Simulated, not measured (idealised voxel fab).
Name of the process module below: voxel transistor to metal
Xsec cut, 165 nm wide, square cell size 5 nm.
Format of a cross-section: grid, square cells. Given as bands. Order: top down. Band: one or more rows of cells. Quick guide to a band line: top height, bottom height (nm) up front; then every material left to right with its width in nm. Only one material and it's marked "edge to edge"? Then it fills the band edge to edge. And "air" just means empty space. Heights are expressed relative to 0, this being the level below which the as-received wafer comprises one material exclusively. The lowest band is unbounded in the downward direction and is denoted as in "0 -> down". Top row gets the first number, bottom row gets the second, and each row in between changes by the same step: that is how a band width like "30 to 40" works. For the purposes of this document, the phrase "nothing altered" attached to a step denotes that no cell within the cross-section was modified by that step. In "Tabulated closed voids" the enclosed voids are listed, meaning empty spaces of 8 cells or larger without any opening to the top. The form is width x height at distance, distance from the left edge, units nm. It should be noted that, on the line of a given step, the content following the step's settings is a remark produced by the simulator itself with respect to that step. Among the settings permitted on a step's line is "overlay nm"; applied to a step with a mask, it specifies the extent to which the mask lay to the right of its planned position, whereas a negative figure signifies a position to the left.

-- Steps in the process plan
1: RECEIVE with material Si
2: OXIDIZE with depth nm 5
3: CONFORMAL_DEP with material SiN, thk nm 10
4: MASKED_ETCH with tone cover, mask id ACTIVE, width nm 110, etch materials SiN, depth nm 10, overlay nm 0
5: MASKED_ETCH with tone cover, mask id ACTIVE, width nm 110, etch materials SiO2, depth nm 5, overlay nm 0
6: MASKED_ETCH with tone cover, mask id ACTIVE, width nm 110, etch materials Si, depth nm 25, overlay nm 0
7: OXIDIZE with depth nm 5
8: FILL_DEP with material SiO2, thk nm 15
9: CMP with height nm 10
10: SELECTIVE_ETCH with etch materials SiO2, depth nm 5
11: STRIP with etch materials SiN
12: SELECTIVE_ETCH with etch materials SiO2, depth nm 5
13: OXIDIZE with depth nm 5
14: DIRECTIONAL_DEP with material polySi, thk nm 30
15: DIRECTIONAL_DEP with material SiCN, thk nm 15
16: PATTERN with tone cover, mask id GATE, material resist, width nm 30, thk nm 15, overlay nm 0
17: DIRECTIONAL_ETCH with etch materials SiCN, depth nm 25
18: DIRECTIONAL_ETCH with etch materials polySi, depth nm 40
19: STRIP with etch materials resist
20: CONFORMAL_DEP with material SiO2, thk nm 5
21: DIRECTIONAL_ETCH with etch materials SiO2, depth nm 5
22: CONFORMAL_DEP with material SiN, thk nm 10
23: DIRECTIONAL_ETCH with etch materials SiN, depth nm 10
24: DIRECTIONAL_ETCH with etch materials SiO2, depth nm 5
25: DIRECTIONAL_ETCH with etch materials Si, depth nm 5
26: EPI with material pSi, thk nm 10
27: FILL_DEP with material SiO2, thk nm 10
28: CMP with height nm 25
29: STRIP with etch materials polySi
30: SELECTIVE_ETCH with etch materials SiO2, depth nm 5
31: CONFORMAL_DEP with material HfO2, thk nm 5
32: CONFORMAL_DEP with material TiN, thk nm 5
33: FILL_DEP with material W, thk nm 5
34: CMP with height nm 20
35: DIRECTIONAL_DEP with material SiO2, thk nm 10
36: PATTERN with tone open, mask id CONTACT, material resist, width nm 15, pitch nm 75, thk nm 20, overlay nm 0
37: DIRECTIONAL_ETCH with etch materials SiO2, depth nm 30
38: STRIP with etch materials resist
39: CONFORMAL_DEP with material TiN, thk nm 5
40: FILL_DEP with material Ru, thk nm 10
41: CMP with height nm 30
42: DIRECTIONAL_DEP with material TiN, thk nm 5
43: DIRECTIONAL_DEP with material W, thk nm 15
44: PATTERN with tone cover, mask id METAL_1, material resist, width nm 15, pitch nm 75, thk nm 20, overlay nm 0
45: DIRECTIONAL_ETCH with etch materials W, depth nm 15
46: DIRECTIONAL_ETCH with etch materials TiN, depth nm 5
47: STRIP with etch materials resist
48: FILL_DEP with material lowk, thk nm 5
49: CMP with height nm 50
50: CONFORMAL_DEP with material SiCN, thk nm 5

-- As-received wafer cross-section (after step 1)
- 0 -> down  Si edge to edge
- Tabulated closed voids: none

-- One mistake in running the module, otherwise start and plan as above: cross-section at the end
- 55 -> 50  SiCN edge to edge
- 50 -> 35  lowk (35), then W (15), then lowk (60), then W (15), then lowk (40)
- 35 -> 30  lowk (35), then TiN (15), then lowk (60), then TiN (15), then lowk (40)
- 30 -> 20  SiO2 (35), then TiN (5), then Ru (5), then TiN (5), then SiO2 (60), then TiN (5), then Ru (5), then TiN (5), then SiO2 (40)
- 20 -> 5  SiO2 (35), then TiN (5), then Ru (5), then TiN (5), then SiO2 (10), then HfO2 (5), then TiN (5), then W (20), then TiN (5), then HfO2 (5), then SiO2 (10), then TiN (5), then Ru (5), then TiN (5), then SiO2 (40)
- 5 -> 0  SiO2 (35), then TiN (15), then SiO2 (10), then HfO2 (5), then TiN (5), then W (20), then TiN (5), then HfO2 (5), then SiO2 (10), then TiN (15), then SiO2 (40)
- 0 -> -5  SiO2 (50), then pSi (10), then HfO2 (5), then TiN (30), then HfO2 (5), then pSi (10), then SiO2 (55)
- -5 -> -10  SiO2 (25), then pSi (35), then HfO2 (40), then pSi (35), then SiO2 (30)
- -10 -> -15  SiO2 (30), then pSi (30), then Si (40), then pSi (30), then SiO2 (35)
- -15 -> -35  SiO2 (30), then Si (100), then SiO2 (35)
- -35 -> down  Si edge to edge
- Tabulated closed voids: none
Plan not followed: skipped: plan step 22 (never run)
